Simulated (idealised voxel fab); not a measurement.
process module | voxel released beams
cross-section cut | 145 nm wide | cells 5 nm
A cross-section is a grid of square cells, given in bands from the top down. A band is one or more rows of cells.
Each band's line starts with the height of the band's top and of its bottom, in nm. Then come its materials from left to right, each with its width in nm. One material with "throughout" fills the band from edge to edge. "air" is empty space.
Height 0 is the level under which the wafer as received is all one material. The lowest band goes on downwards, as in "0 down".
A width such as "30 to 40" changes by the same amount from each row of cells to the next, from the band's top row to its bottom row.
"no change" after a step means that no cell of the cross-section changed.
closed voids: empty space of 8 cells or more with no open way to the top, each as width x height at its distance from the left edge, in nm
after a step's settings: what the simulator itself notes on the step
overlay nm, on a step with a mask: how far to the right of its planned place the mask lay; to the left if negative
plan
1 op RECEIVE | material Si
2 op CONFORMAL_DEP | material SiN | thk nm 10
3 op DIRECTIONAL_DEP | material SiO2 | thk nm 10
4 op DIRECTIONAL_DEP | material aC | thk nm 10
5 op PATTERN | tone open | mask id ANCHOR | material resist | width nm 30 | thk nm 30 | overlay nm 0
6 op DIRECTIONAL_ETCH | etch materials aC | depth nm 10
7 op STRIP | etch materials resist
8 op DIRECTIONAL_ETCH | etch materials SiO2 | depth nm 10
9 op STRIP | etch materials aC
10 op CONFORMAL_DEP | material TiN | thk nm 10
11 op DIRECTIONAL_DEP | material aC | thk nm 15
12 op PATTERN | tone cover | mask id BEAM | material resist | width nm 90 | thk nm 35 | overlay nm 0
13 op DIRECTIONAL_ETCH | etch materials aC | depth nm 15
14 op STRIP | etch materials resist
15 op DIRECTIONAL_ETCH | etch materials TiN | depth nm 10
16 op STRIP | etch materials aC
17 op STRIP | etch materials SiO2
as received, after step 1
  0 down: Si throughout
  closed voids: none
a wafer at the end: this start, this plan, one mistake
  30 to 20: air 25 | TiN 45 | air 75
  20 to 10: air 20 | TiN 10 | SiO2 30 | TiN 55 | air 30
  10 to 0: SiN throughout
  0 down: Si throughout
  closed voids: none
what went wrong: step 5 ran as: op PATTERN | tone cover | mask id ANCHOR | material resist | width nm 30 | thk nm 30 | overlay nm 0
